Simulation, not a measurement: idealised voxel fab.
Title: Process Module voxel wiring stack
The cross-section shown here is cut; it is 265 nm wide and divided into square cells measuring 5 nm on a side.
Think of the cross-section as a grid of square cells. We describe it in bands, top to bottom, and each band covers one or more rows of those cells. This entry defines a band. It first specifies the height of the band's top and the height of its bottom in nm, and then specifies the band's materials from left to right, stating each material with its width in nm. The word "throughout" identifies a single material that fills the band from edge to edge, while the word "empty" identifies empty space. Beneath 0, the wafer as received is one material, and that level is where height counting begins. The lowest band goes on downward without a bottom; it is written like "0 nm and below". Width spec "30->40" -> top row of cells at first value, bottom row at second value, equal per-row change in between. "changes: none" means the step left every cell of the cross-section as it was. "Enclosed voids" lists enclosed empty spaces (at least 8 cells, no open path upward to the top), each as width x height at distance from the left edge, in nm. The remark found on a step's line after its settings is issued by the simulator itself and pertains to that step. overlay nm: right-of-plan distance of the mask on a masked step; negative values mean left-of-plan.
So here's the lineup of process steps we planned
- 1: RECEIVE [material Si]
- 2: CONFORMAL_DEP [material SiO2] [thk nm 15]
- 3: DIRECTIONAL_DEP [material TiN] [thk nm 5]
- 4: DIRECTIONAL_DEP [material Ru] [thk nm 25]
- 5: MASKED_ETCH [tone cover] [mask id METAL_1] [width nm 25] [pitch nm 45] [etch materials Ru] [depth nm 25] [overlay nm 0]
- 6: MASKED_ETCH [tone cover] [mask id METAL_1] [width nm 25] [pitch nm 45] [etch materials TiN] [depth nm 5] [overlay nm 0]
- 7: CONFORMAL_DEP [material SiN] [thk nm 5]
- 8: FILL_DEP [material SiO2] [thk nm 5]
- 9: CMP [height nm 45]
- 10: CONFORMAL_DEP [material SiCN] [thk nm 5]
- 11: DIRECTIONAL_DEP [material lowk] [thk nm 30]
- 12: MASKED_ETCH [tone open] [mask id METAL_2] [width nm 25] [pitch nm 45] [etch materials lowk] [depth nm 15] [overlay nm 0]
- 13: DIRECTIONAL_DEP [material aC] [thk nm 10]
- 14: PATTERN [tone open] [mask id METAL_2_HOLES] [material resist] [width nm 15] [pitch nm 45] [thk nm 30] [overlay nm 0]
- 15: DIRECTIONAL_ETCH [etch materials aC] [depth nm 10]
- 16: STRIP [etch materials resist]
- 17: DIRECTIONAL_ETCH [etch materials lowk] [depth nm 15]
- 18: DIRECTIONAL_ETCH [etch materials SiCN] [depth nm 5]
- 19: STRIP [etch materials aC]
- 20: CONFORMAL_DEP [material TiN] [thk nm 5]
- 21: FILL_DEP [material Cu] [thk nm 5]
- 22: CMP [height nm 80]
- 23: CONFORMAL_DEP [material SiCN] [thk nm 5]
- 24: DIRECTIONAL_DEP [material SiO2] [thk nm 25]
- 25: MASKED_ETCH [tone open] [mask id METAL_3_HOLES] [width nm 15] [pitch nm 45] [etch materials SiO2] [depth nm 25] [overlay nm 0]
- 26: DIRECTIONAL_DEP [material aC] [thk nm 15]
- 27: PATTERN [tone open] [mask id METAL_3] [material resist] [width nm 25] [pitch nm 45] [thk nm 35] [overlay nm 0]
- 28: DIRECTIONAL_ETCH [etch materials aC] [depth nm 15]
- 29: STRIP [etch materials resist]
- 30: DIRECTIONAL_ETCH [etch materials SiO2] [depth nm 15]
- 31: DIRECTIONAL_ETCH [etch materials SiCN] [depth nm 5]
- 32: STRIP [etch materials aC]
- 33: CONFORMAL_DEP [material TiN] [thk nm 5]
- 34: FILL_DEP [material Cu] [thk nm 5]
- 35: CMP [height nm 110]
- 36: CONFORMAL_DEP [material SiCN] [thk nm 5]
- 37: DIRECTIONAL_DEP [material lowk] [thk nm 30]
- 38: MASKED_ETCH [tone open] [mask id METAL_4] [width nm 25] [pitch nm 45] [etch materials lowk] [depth nm 20] [overlay nm 0]
- 39: PATTERN [tone open] [mask id METAL_4_HOLES] [material resist] [width nm 15] [pitch nm 45] [thk nm 15] [overlay nm 0]
- 40: DIRECTIONAL_ETCH [etch materials lowk] [depth nm 10]
- 41: DIRECTIONAL_ETCH [etch materials SiCN] [depth nm 5]
- 42: STRIP [etch materials resist]
- 43: CONFORMAL_DEP [material TiN] [thk nm 5]
- 44: FILL_DEP [material Cu] [thk nm 10]
- 45: CMP [height nm 145]
- 46: CONFORMAL_DEP [material SiN] [thk nm 5]
The first of the two wafers, which ran as planned
Received-state cross-section, reflecting completion of step 1
> 0 nm and below  Si throughout
> Enclosed voids: none
How the wafer stands in section after step 2
> 15 nm to 0 nm  SiO2 throughout
> Everything under 0 stays put, no change at all.
How the wafer stands in section after step 3
> 20 nm to 15 nm  TiN throughout
> Everything under 15 stays put, no change at all.
How the wafer stands in section after step 4
> 45 nm to 20 nm  Ru throughout
> Everything under 20 stays put, no change at all.
How the wafer stands in section after step 5
> 45 nm to 20 nm  empty 75  Ru 25  empty 20  Ru 25  empty 20  Ru 25  empty 75
> Everything under 20 stays put, no change at all.
How the wafer stands in section after step 6
> 45 nm to 20 nm  empty 75  Ru 25  empty 20  Ru 25  empty 20  Ru 25  empty 75
> 20 nm to 15 nm  empty 75  TiN 25  empty 20  TiN 25  empty 20  TiN 25  empty 75
> Everything under 15 stays put, no change at all.
How the wafer stands in section after step 7
> 50 nm to 45 nm  empty 70  SiN 35  empty 10  SiN 35  empty 10  SiN 35  empty 70
> 45 nm to 20 nm  empty 70  SiN 5  Ru 25  SiN 5  empty 10  SiN 5  Ru 25  SiN 5  empty 10  SiN 5  Ru 25  SiN 5  empty 70
> 20 nm to 15 nm  SiN 75  TiN 25  SiN 20  TiN 25  SiN 20  TiN 25  SiN 75
> Everything under 15 stays put, no change at all.
How the wafer stands in section after step 8
> 55 nm to 50 nm  SiO2 throughout
> 50 nm to 45 nm  SiO2 70  SiN 35  SiO2 10  SiN 35  SiO2 10  SiN 35  SiO2 70
> 45 nm to 20 nm  SiO2 70  SiN 5  Ru 25  SiN 5  SiO2 10  SiN 5  Ru 25  SiN 5  SiO2 10  SiN 5  Ru 25  SiN 5  SiO2 70
> Everything under 20 stays put, no change at all.
How the wafer stands in section after step 9
> 45 nm to 20 nm  SiO2 70  SiN 5  Ru 25  SiN 5  SiO2 10  SiN 5  Ru 25  SiN 5  SiO2 10  SiN 5  Ru 25  SiN 5  SiO2 70
> Everything under 20 stays put, no change at all.
How the wafer stands in section after step 10
> 50 nm to 45 nm  SiCN throughout
> Everything under 45 stays put, no change at all.
How the wafer stands in section after step 11
> 80 nm to 50 nm  lowk throughout
> Everything under 50 stays put, no change at all.
How the wafer stands in section after step 12
> 80 nm to 65 nm  lowk 75  empty 25  lowk 20  empty 25  lowk 20  empty 25  lowk 75
> Everything under 65 stays put, no change at all.
How the wafer stands in section after step 13
> 90 nm to 80 nm  aC 75  empty 25  aC 20  empty 25  aC 20  empty 25  aC 75
> 80 nm to 75 nm  lowk 75  empty 25  lowk 20  empty 25  lowk 20  empty 25  lowk 75
> 75 nm to 65 nm  lowk 75  aC 25  lowk 20  aC 25  lowk 20  aC 25  lowk 75
> Everything under 65 stays put, no change at all.
How the wafer stands in section after step 14
> 120 nm to 90 nm  resist 75  empty 15  resist 30  empty 15  resist 30  empty 15  resist 85
> 90 nm to 80 nm  aC 75  empty 15  resist 10  aC 20  empty 15  resist 10  aC 20  empty 15  resist 10  aC 75
> 80 nm to 75 nm  lowk 75  empty 15  resist 10  lowk 20  empty 15  resist 10  lowk 20  empty 15  resist 10  lowk 75
> Everything under 75 stays put, no change at all.
How the wafer stands in section after step 15
> 110 nm to 90 nm  resist 75  empty 15  resist 30  empty 15  resist 30  empty 15  resist 85
> 90 nm to 80 nm  aC 75  empty 15  resist 10  aC 20  empty 15  resist 10  aC 20  empty 15  resist 10  aC 75
> 80 nm to 75 nm  lowk 75  empty 15  resist 10  lowk 20  empty 15  resist 10  lowk 20  empty 15  resist 10  lowk 75
> 75 nm to 65 nm  lowk 75  empty 15  aC 10  lowk 20  empty 15  aC 10  lowk 20  empty 15  aC 10  lowk 75
> Everything under 65 stays put, no change at all.
How the wafer stands in section after step 16
> 90 nm to 80 nm  aC 75  empty 25  aC 20  empty 25  aC 20  empty 25  aC 75
> 80 nm to 75 nm  lowk 75  empty 25  lowk 20  empty 25  lowk 20  empty 25  lowk 75
> Everything under 75 stays put, no change at all.
How the wafer stands in section after step 17
> 90 nm to 80 nm  aC 75  empty 25  aC 20  empty 25  aC 20  empty 25  aC 75
> 80 nm to 75 nm  lowk 75  empty 25  lowk 20  empty 25  lowk 20  empty 25  lowk 75
> 75 nm to 65 nm  lowk 75  empty 15  aC 10  lowk 20  empty 15  aC 10  lowk 20  empty 15  aC 10  lowk 75
> 65 nm to 50 nm  lowk 75  empty 15  lowk 30  empty 15  lowk 30  empty 15  lowk 85
> Everything under 50 stays put, no change at all.
How the wafer stands in section after step 18
> 90 nm to 80 nm  aC 75  empty 25  aC 20  empty 25  aC 20  empty 25  aC 75
> 80 nm to 75 nm  lowk 75  empty 25  lowk 20  empty 25  lowk 20  empty 25  lowk 75
> 75 nm to 65 nm  lowk 75  empty 15  aC 10  lowk 20  empty 15  aC 10  lowk 20  empty 15  aC 10  lowk 75
> 65 nm to 50 nm  lowk 75  empty 15  lowk 30  empty 15  lowk 30  empty 15  lowk 85
> 50 nm to 45 nm  SiCN 75  empty 15  SiCN 30  empty 15  SiCN 30  empty 15  SiCN 85
> Everything under 45 stays put, no change at all.
How the wafer stands in section after step 19
> 80 nm to 65 nm  lowk 75  empty 25  lowk 20  empty 25  lowk 20  empty 25  lowk 75
> Everything under 65 stays put, no change at all.
How the wafer stands in section after step 20
> 85 nm to 80 nm  TiN 80  empty 15  TiN 30  empty 15  TiN 30  empty 15  TiN 80
> 80 nm to 70 nm  lowk 75  TiN 5  empty 15  TiN 5  lowk 20  TiN 5  empty 15  TiN 5  lowk 20  TiN 5  empty 15  TiN 5  lowk 75
> 70 nm to 65 nm  lowk 75  TiN 5  empty 5  TiN 15  lowk 20  TiN 5  empty 5  TiN 15  lowk 20  TiN 5  empty 5  TiN 15  lowk 75
> 65 nm to 50 nm  lowk 75  TiN 5  empty 5  TiN 5  lowk 30  TiN 5  empty 5  TiN 5  lowk 30  TiN 5  empty 5  TiN 5  lowk 85
> 50 nm to 45 nm  SiCN 75  TiN 15  SiCN 30  TiN 15  SiCN 30  TiN 15  SiCN 85
> Everything under 45 stays put, no change at all.
How the wafer stands in section after step 21
> 90 nm to 85 nm  Cu throughout
> 85 nm to 80 nm  TiN 80  Cu 15  TiN 30  Cu 15  TiN 30  Cu 15  TiN 80
> 80 nm to 70 nm  lowk 75  TiN 5  Cu 15  TiN 5  lowk 20  TiN 5  Cu 15  TiN 5  lowk 20  TiN 5  Cu 15  TiN 5  lowk 75
> 70 nm to 65 nm  lowk 75  TiN 5  Cu 5  TiN 15  lowk 20  TiN 5  Cu 5  TiN 15  lowk 20  TiN 5  Cu 5  TiN 15  lowk 75
> 65 nm to 50 nm  lowk 75  TiN 5  Cu 5  TiN 5  lowk 30  TiN 5  Cu 5  TiN 5  lowk 30  TiN 5  Cu 5  TiN 5  lowk 85
> Everything under 50 stays put, no change at all.
How the wafer stands in section after step 22
> 80 nm to 70 nm  lowk 75  TiN 5  Cu 15  TiN 5  lowk 20  TiN 5  Cu 15  TiN 5  lowk 20  TiN 5  Cu 15  TiN 5  lowk 75
> Everything under 70 stays put, no change at all.
How the wafer stands in section after step 23
> 85 nm to 80 nm  SiCN throughout
> Everything under 80 stays put, no change at all.
How the wafer stands in section after step 24
> 110 nm to 85 nm  SiO2 throughout
> Everything under 85 stays put, no change at all.
How the wafer stands in section after step 25
> 110 nm to 85 nm  SiO2 75  empty 15  SiO2 30  empty 15  SiO2 30  empty 15  SiO2 85
> Everything under 85 stays put, no change at all.
How the wafer stands in section after step 26
> 125 nm to 110 nm  aC 75  empty 15  aC 30  empty 15  aC 30  empty 15  aC 85
> 110 nm to 100 nm  SiO2 75  empty 15  SiO2 30  empty 15  SiO2 30  empty 15  SiO2 85
> 100 nm to 85 nm  SiO2 75  aC 15  SiO2 30  aC 15  SiO2 30  aC 15  SiO2 85
> Everything under 85 stays put, no change at all.
How the wafer stands in section after step 27
> 160 nm to 125 nm  resist 75  empty 25  resist 20  empty 25  resist 20  empty 25  resist 75
> Everything under 125 stays put, no change at all.
How the wafer stands in section after step 28
> 145 nm to 125 nm  resist 75  empty 25  resist 20  empty 25  resist 20  empty 25  resist 75
> 125 nm to 110 nm  aC 75  empty 25  aC 20  empty 25  aC 20  empty 25  aC 75
> 110 nm to 85 nm  SiO2 75  empty 15  SiO2 30  empty 15  SiO2 30  empty 15  SiO2 85
> Everything under 85 stays put, no change at all.
How the wafer stands in section after step 29
> 125 nm to 110 nm  aC 75  empty 25  aC 20  empty 25  aC 20  empty 25  aC 75
> Everything under 110 stays put, no change at all.
How the wafer stands in section after step 30
> 125 nm to 110 nm  aC 75  empty 25  aC 20  empty 25  aC 20  empty 25  aC 75
> 110 nm to 95 nm  SiO2 75  empty 25  SiO2 20  empty 25  SiO2 20  empty 25  SiO2 75
> Everything under 95 stays put, no change at all.
How the wafer stands in section after step 31
> 125 nm to 110 nm  aC 75  empty 25  aC 20  empty 25  aC 20  empty 25  aC 75
> 110 nm to 95 nm  SiO2 75  empty 25  SiO2 20  empty 25  SiO2 20  empty 25  SiO2 75
> 95 nm to 85 nm  SiO2 75  empty 15  SiO2 30  empty 15  SiO2 30  empty 15  SiO2 85
> 85 nm to 80 nm  SiCN 75  empty 15  SiCN 30  empty 15  SiCN 30  empty 15  SiCN 85
> Everything under 80 stays put, no change at all.
How the wafer stands in section after step 32
> 110 nm to 95 nm  SiO2 75  empty 25  SiO2 20  empty 25  SiO2 20  empty 25  SiO2 75
> Everything under 95 stays put, no change at all.
How the wafer stands in section after step 33
> 115 nm to 110 nm  TiN 80  empty 15  TiN 30  empty 15  TiN 30  empty 15  TiN 80
> 110 nm to 100 nm  SiO2 75  TiN 5  empty 15  TiN 5  SiO2 20  TiN 5  empty 15  TiN 5  SiO2 20  TiN 5  empty 15  TiN 5  SiO2 75
> 100 nm to 95 nm  SiO2 75  TiN 5  empty 5  TiN 15  SiO2 20  TiN 5  empty 5  TiN 15  SiO2 20  TiN 5  empty 5  TiN 15  SiO2 75
> 95 nm to 85 nm  SiO2 75  TiN 5  empty 5  TiN 5  SiO2 30  TiN 5  empty 5  TiN 5  SiO2 30  TiN 5  empty 5  TiN 5  SiO2 85
> 85 nm to 80 nm  SiCN 75  TiN 15  SiCN 30  TiN 15  SiCN 30  TiN 15  SiCN 85
> Everything under 80 stays put, no change at all.
How the wafer stands in section after step 34
> 120 nm to 115 nm  Cu throughout
> 115 nm to 110 nm  TiN 80  Cu 15  TiN 30  Cu 15  TiN 30  Cu 15  TiN 80
> 110 nm to 100 nm  SiO2 75  TiN 5  Cu 15  TiN 5  SiO2 20  TiN 5  Cu 15  TiN 5  SiO2 20  TiN 5  Cu 15  TiN 5  SiO2 75
> 100 nm to 95 nm  SiO2 75  TiN 5  Cu 5  TiN 15  SiO2 20  TiN 5  Cu 5  TiN 15  SiO2 20  TiN 5  Cu 5  TiN 15  SiO2 75
> 95 nm to 85 nm  SiO2 75  TiN 5  Cu 5  TiN 5  SiO2 30  TiN 5  Cu 5  TiN 5  SiO2 30  TiN 5  Cu 5  TiN 5  SiO2 85
> Everything under 85 stays put, no change at all.
How the wafer stands in section after step 35
> 110 nm to 100 nm  SiO2 75  TiN 5  Cu 15  TiN 5  SiO2 20  TiN 5  Cu 15  TiN 5  SiO2 20  TiN 5  Cu 15  TiN 5  SiO2 75
> Everything under 100 stays put, no change at all.
How the wafer stands in section after step 36
> 115 nm to 110 nm  SiCN throughout
> Everything under 110 stays put, no change at all.
How the wafer stands in section after step 37
> 145 nm to 115 nm  lowk throughout
> Everything under 115 stays put, no change at all.
How the wafer stands in section after step 38
> 145 nm to 125 nm  lowk 75  empty 25  lowk 20  empty 25  lowk 20  empty 25  lowk 75
> Everything under 125 stays put, no change at all.
How the wafer stands in section after step 39
> 160 nm to 145 nm  resist 75  empty 15  resist 30  empty 15  resist 30  empty 15  resist 85
> 145 nm to 125 nm  lowk 75  empty 15  resist 10  lowk 20  empty 15  resist 10  lowk 20  empty 15  resist 10  lowk 75
> Everything under 125 stays put, no change at all.
How the wafer stands in section after step 40
> 160 nm to 145 nm  resist 75  empty 15  resist 30  empty 15  resist 30  empty 15  resist 85
> 145 nm to 125 nm  lowk 75  empty 15  resist 10  lowk 20  empty 15  resist 10  lowk 20  empty 15  resist 10  lowk 75
> 125 nm to 115 nm  lowk 75  empty 15  lowk 30  empty 15  lowk 30  empty 15  lowk 85
> Everything under 115 stays put, no change at all.
How the wafer stands in section after step 41
> 160 nm to 145 nm  resist 75  empty 15  resist 30  empty 15  resist 30  empty 15  resist 85
> 145 nm to 125 nm  lowk 75  empty 15  resist 10  lowk 20  empty 15  resist 10  lowk 20  empty 15  resist 10  lowk 75
> 125 nm to 115 nm  lowk 75  empty 15  lowk 30  empty 15  lowk 30  empty 15  lowk 85
> 115 nm to 110 nm  SiCN 75  empty 15  SiCN 30  empty 15  SiCN 30  empty 15  SiCN 85
> Everything under 110 stays put, no change at all.
How the wafer stands in section after step 42
> 145 nm to 125 nm  lowk 75  empty 25  lowk 20  empty 25  lowk 20  empty 25  lowk 75
> Everything under 125 stays put, no change at all.
How the wafer stands in section after step 43
> 150 nm to 145 nm  TiN 80  empty 15  TiN 30  empty 15  TiN 30  empty 15  TiN 80
> 145 nm to 130 nm  lowk 75  TiN 5  empty 15  TiN 5  lowk 20  TiN 5  empty 15  TiN 5  lowk 20  TiN 5  empty 15  TiN 5  lowk 75
> 130 nm to 125 nm  lowk 75  TiN 5  empty 5  TiN 15  lowk 20  TiN 5  empty 5  TiN 15  lowk 20  TiN 5  empty 5  TiN 15  lowk 75
> 125 nm to 115 nm  lowk 75  TiN 5  empty 5  TiN 5  lowk 30  TiN 5  empty 5  TiN 5  lowk 30  TiN 5  empty 5  TiN 5  lowk 85
> 115 nm to 110 nm  SiCN 75  TiN 15  SiCN 30  TiN 15  SiCN 30  TiN 15  SiCN 85
> Everything under 110 stays put, no change at all.
How the wafer stands in section after step 44
> 160 nm to 150 nm  Cu throughout
> 150 nm to 145 nm  TiN 80  Cu 15  TiN 30  Cu 15  TiN 30  Cu 15  TiN 80
> 145 nm to 130 nm  lowk 75  TiN 5  Cu 15  TiN 5  lowk 20  TiN 5  Cu 15  TiN 5  lowk 20  TiN 5  Cu 15  TiN 5  lowk 75
> 130 nm to 125 nm  lowk 75  TiN 5  Cu 5  TiN 15  lowk 20  TiN 5  Cu 5  TiN 15  lowk 20  TiN 5  Cu 5  TiN 15  lowk 75
> 125 nm to 115 nm  lowk 75  TiN 5  Cu 5  TiN 5  lowk 30  TiN 5  Cu 5  TiN 5  lowk 30  TiN 5  Cu 5  TiN 5  lowk 85
> Everything under 115 stays put, no change at all.
How the wafer stands in section after step 45
> 145 nm to 130 nm  lowk 75  TiN 5  Cu 15  TiN 5  lowk 20  TiN 5  Cu 15  TiN 5  lowk 20  TiN 5  Cu 15  TiN 5  lowk 75
> Everything under 130 stays put, no change at all.
How the wafer stands in section after step 46
> 150 nm to 145 nm  SiN throughout
> Everything under 145 stays put, no change at all.
The second wafer was prepared from the same starting point and under the same plan as the first; its processing contained one mistake, and it remains indistinguishable from the first wafer up to and including step 38
Second wafer, sectioned view, at step 39's planned end time
> 160 nm to 145 nm  empty 75  resist 15  empty 30  resist 15  empty 30  resist 15  empty 85
> 145 nm to 125 nm  lowk 75  resist 15  empty 10  lowk 20  resist 15  empty 10  lowk 20  resist 15  empty 10  lowk 75
> Everything under 125 stays put, no change at all.
Second wafer, sectioned view, at step 40's planned end time
> 160 nm to 135 nm  empty 75  resist 15  empty 30  resist 15  empty 30  resist 15  empty 85
> 135 nm to 125 nm  lowk 75  resist 15  empty 10  lowk 20  resist 15  empty 10  lowk 20  resist 15  empty 10  lowk 75
> 125 nm to 115 nm  lowk 90  empty 10  lowk 35  empty 10  lowk 35  empty 10  lowk 75
> Everything under 115 stays put, no change at all.
Second wafer, sectioned view, at step 41's planned end time
> 160 nm to 135 nm  empty 75  resist 15  empty 30  resist 15  empty 30  resist 15  empty 85
> 135 nm to 125 nm  lowk 75  resist 15  empty 10  lowk 20  resist 15  empty 10  lowk 20  resist 15  empty 10  lowk 75
> 125 nm to 115 nm  lowk 90  empty 10  lowk 35  empty 10  lowk 35  empty 10  lowk 75
> 115 nm to 110 nm  SiCN 90  empty 10  SiCN 35  empty 10  SiCN 35  empty 10  SiCN 75
> Everything under 110 stays put, no change at all.
Second wafer, sectioned view, at step 42's planned end time
> 135 nm to 125 nm  lowk 75  empty 25  lowk 20  empty 25  lowk 20  empty 25  lowk 75
> Everything under 125 stays put, no change at all.
Second wafer, sectioned view, at step 43's planned end time
> 140 nm to 135 nm  TiN 80  empty 15  TiN 30  empty 15  TiN 30  empty 15  TiN 80
> 135 nm to 130 nm  lowk 75  TiN 5  empty 15  TiN 5  lowk 20  TiN 5  empty 15  TiN 5  lowk 20  TiN 5  empty 15  TiN 5  lowk 75
> 130 nm to 125 nm  lowk 75  TiN 25  lowk 20  TiN 25  lowk 20  TiN 25  lowk 75
> 125 nm to 115 nm  lowk 90  TiN 10  lowk 35  TiN 10  lowk 35  TiN 10  lowk 75
> 115 nm to 110 nm  SiCN 90  TiN 10  SiCN 35  TiN 10  SiCN 35  TiN 10  SiCN 75
> Everything under 110 stays put, no change at all.
Second wafer, sectioned view, at step 44's planned end time
> 150 nm to 140 nm  Cu throughout
> 140 nm to 135 nm  TiN 80  Cu 15  TiN 30  Cu 15  TiN 30  Cu 15  TiN 80
> 135 nm to 130 nm  lowk 75  TiN 5  Cu 15  TiN 5  lowk 20  TiN 5  Cu 15  TiN 5  lowk 20  TiN 5  Cu 15  TiN 5  lowk 75
> Everything under 130 stays put, no change at all.
Second wafer, sectioned view, at step 45's planned end time
> 145 nm to 140 nm  Cu throughout
> Everything under 140 stays put, no change at all.
Second wafer, sectioned view, at step 46's planned end time
> 150 nm to 145 nm  SiN throughout
> Everything under 145 stays put, no change at all.
Here's what went sideways: step 39 ran as: PATTERN [tone cover] [mask id METAL_4_HOLES] [material resist] [width nm 15] [pitch nm 45] [thk nm 15] [overlay nm 0]
Final difference in cells, second wafer against first, listed per material as more or fewer: 35 more of Cu | 3 more of SiCN | 32 more of TiN | 70 fewer of lowk
